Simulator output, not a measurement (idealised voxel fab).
process module | voxel capacitor over wiring
cross-section cut | 260 nm wide | cells 5 nm
A cross-section is a grid of square cells, given in bands from the top down. A band is one or more rows of cells.
Each band's line starts with the height of the band's top and of its bottom, in nm. Then come its materials from left to right, each with its width in nm. One material with "throughout" fills the band from edge to edge. "air" is empty space.
Height 0 is the level under which the wafer as received is all one material. The lowest band goes on downwards, as in "0 down".
A width such as "30 to 40" changes by the same amount from each row of cells to the next, from the band's top row to its bottom row.
"no change" after a step means that no cell of the cross-section changed.
closed voids: empty space of 8 cells or more with no open way to the top, each as width x height at its distance from the left edge, in nm
after a step's settings: what the simulator itself notes on the step
overlay nm, on a step with a mask: how far to the right of its planned place the mask lay; to the left if negative
plan
1 op RECEIVE | material Si
2 op CONFORMAL_DEP | material SiO2 | thk nm 15
3 op DIRECTIONAL_DEP | material TiN | thk nm 5
4 op DIRECTIONAL_DEP | material W | thk nm 25
5 op DIRECTIONAL_DEP | material aC | thk nm 10
6 op PATTERN | tone cover | mask id METAL_1 | material resist | width nm 20 | pitch nm 85 | thk nm 25 | overlay nm 0
7 op DIRECTIONAL_ETCH | etch materials aC | depth nm 10
8 op STRIP | etch materials resist
9 op DIRECTIONAL_ETCH | etch materials W | depth nm 25
10 op DIRECTIONAL_ETCH | etch materials TiN | depth nm 5
11 op STRIP | etch materials aC
12 op CONFORMAL_DEP | material SiN | thk nm 5
13 op FILL_DEP | material SiO2 | thk nm 5
14 op CMP | height nm 45
15 op CONFORMAL_DEP | material SiCN | thk nm 5
16 op DIRECTIONAL_DEP | material lowk | thk nm 10
17 op MASKED_ETCH | tone open | mask id PLUG_1 | width nm 15 | etch materials lowk | depth nm 10 | overlay nm 0
18 op MASKED_ETCH | tone open | mask id PLUG_1 | width nm 15 | etch materials SiCN | depth nm 5 | overlay nm 0
19 op CONFORMAL_DEP | material TiN | thk nm 5
20 op FILL_DEP | material Cu | thk nm 10
21 op CMP | height nm 60
22 op DIRECTIONAL_DEP | material TiN | thk nm 10
23 op DIRECTIONAL_DEP | material HfO2 | thk nm 5
24 op DIRECTIONAL_DEP | material TiN | thk nm 5
25 op DIRECTIONAL_DEP | material aC | thk nm 15
26 op PATTERN | tone cover | mask id UPPER_PLATE | material resist | width nm 70 | thk nm 35 | overlay nm 0
27 op DIRECTIONAL_ETCH | etch materials aC | depth nm 15
28 op STRIP | etch materials resist
29 op DIRECTIONAL_ETCH | etch materials TiN | depth nm 5
30 op DIRECTIONAL_ETCH | etch materials HfO2 | depth nm 5
31 op STRIP | etch materials aC
32 op MASKED_ETCH | tone cover | mask id LOWER_PLATE | width nm 80 | etch materials TiN | depth nm 10 | overlay nm 0
33 op FILL_DEP | material SiO2 | thk nm 20
34 op CMP | height nm 95
35 op PATTERN | tone open | mask id PLUG_2 | material resist | width nm 15 | thk nm 15 | overlay nm 0
36 op DIRECTIONAL_ETCH | etch materials SiO2 | depth nm 15
37 op STRIP | etch materials resist
38 op CONFORMAL_DEP | material TiN | thk nm 5
39 op FILL_DEP | material Cu | thk nm 5
40 op CMP | height nm 95
41 op CONFORMAL_DEP | material SiN | thk nm 5
as received, after step 1
  0 down: Si throughout
  closed voids: none
first wafer at the end, as planned
  100 to 95: SiN throughout
  95 to 85: SiO2 90 | TiN 5 | Cu 5 | TiN 5 | SiO2 155
  85 to 75: SiO2 90 to 80 | TiN 15 to 70 | SiO2 155 to 110
  75 to 70: SiO2 80 | HfO2 70 | SiO2 110
  70 to 60: SiO2 75 | TiN 80 | SiO2 105
  60 to 50: lowk 80 | TiN 5 | Cu 5 | TiN 5 | lowk 165
  50 to 45: SiCN 80 | TiN 15 | SiCN 165
  45 to 20: SiO2 70 | SiN 5 | W 20 | SiN 5 | SiO2 55 | SiN 5 | W 20 | SiN 5 | SiO2 75
  20 to 15: SiN 75 | TiN 20 | SiN 65 | TiN 20 | SiN 80
  15 to 0: SiO2 throughout
  0 down: Si throughout
  closed voids: none
second wafer at the end: like start, like plan, one mistake
  100 to 95: SiN throughout
  95 to 85: SiO2 85 | TiN 5 | Cu 5 | TiN 5 | SiO2 160
  85 to 75: SiO2 85 to 80 | TiN 15 to 70 | SiO2 160 to 110
  75 to 70: SiO2 80 | HfO2 70 | SiO2 110
  70 to 60: SiO2 75 | TiN 80 | SiO2 105
  60 to 50: lowk 80 | TiN 5 | Cu 5 | TiN 5 | lowk 165
  50 to 45: SiCN 80 | TiN 15 | SiCN 165
  45 to 20: SiO2 70 | SiN 5 | W 20 | SiN 5 | SiO2 55 | SiN 5 | W 20 | SiN 5 | SiO2 75
  20 to 15: SiN 75 | TiN 20 | SiN 65 | TiN 20 | SiN 80
  15 to 0: SiO2 throughout
  0 down: Si throughout
  closed voids: none
what went wrong: step 35 ran as: op PATTERN | tone open | mask id PLUG_2 | material resist | width nm 15 | thk nm 15 | overlay nm -5
at the end the second wafer has, in cells: as many of each material as the first, in other places
